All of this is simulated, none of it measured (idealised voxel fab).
Process module in this document: voxel double patterning
Cross-section cut: width 205 nm, square cells of 5 nm.
When this document writes out a cross-section, it uses a grid of square cells and lists it as bands, beginning at the top and moving down, with a band standing for one or more rows of cells.
What a band's entry tells you: where the top is and where the bottom is, as heights in nm, and after that what lies inside, material by material from left to right, each with its width in nm. Empty space is written as the word "blank", and a single material marked with the word "full width" occupies the band from edge to edge.
For the purposes of this specification, 0 denotes the height below which the wafer in its as-received condition is composed wholly of one material, and the lowermost band, lacking a lower limit, extends downward without end, as expressed in "0 and below".
The notation "30->40" denotes a width that varies across the rows of cells in the band, beginning at the first number in the top row, finishing at the second number in the bottom row, and changing by an identical amount from each row to the next.
Any step labelled "all unchanged" changed none of the cells in the cross-section.
Heads up: "Sealed cavities" only lists the empty pockets with no open path to the top that are 8 cells or more, and it writes them as width x height at distance, distance from the left edge, in nm.
If you see something after the settings on a step's line, that's the simulator's own remark about that step.
overlay nm: mask right of planned place by this much (step with mask). Neg. = left.
-- So here's the lineup of process steps we planned
- 1: RECEIVE, material Si
- 2: CONFORMAL_DEP, material SiO2, thk nm 10
- 3: DIRECTIONAL_DEP, material TiN, thk nm 10
- 4: DIRECTIONAL_DEP, material SiN, thk nm 5
- 5: MASKED_ETCH, tone open, mask id FIRST, width nm 15, pitch nm 50, etch materials SiN, depth nm 5, overlay nm 0
- 6: DIRECTIONAL_DEP, material aC, thk nm 15
- 7: PATTERN, tone open, mask id SECOND, material resist, width nm 15, pitch nm 50, thk nm 30, overlay nm 0
- 8: DIRECTIONAL_ETCH, etch materials aC, depth nm 15
- 9: STRIP, etch materials resist
- 10: DIRECTIONAL_ETCH, etch materials SiN, depth nm 5
- 11: STRIP, etch materials aC
- 12: DIRECTIONAL_ETCH, etch materials TiN, depth nm 10
- 13: STRIP, etch materials SiN
-- Received-state cross-section, reflecting completion of step 1
> 0 and below  Si full width
> Sealed cavities: none
-- Cross-section: first of two wafers, module finished, run according to plan
> 20 down to 10  45 nm TiN, 15 nm blank, 10 nm TiN, 15 nm blank, 10 nm TiN, 15 nm blank, 10 nm TiN, 15 nm blank, 10 nm TiN, 15 nm blank, 45 nm TiN
> 10 down to 0  SiO2 full width
> 0 and below  Si full width
> Sealed cavities: none
-- Here is the second of the two wafers cut open at the end of the module - same start, same plan as the first one, but we made one mistake running it
> 20 down to 10  SiO2 full width
> 10 down to 0  TiN full width
> 0 and below  Si full width
> Sealed cavities: none
what went wrong: steps 2 and 3 of the plan were run in the wrong order, each in the other's place
Once processing is complete, comparing cell counts shows that the second wafer has more or fewer of certain materials than the first: TiN +30
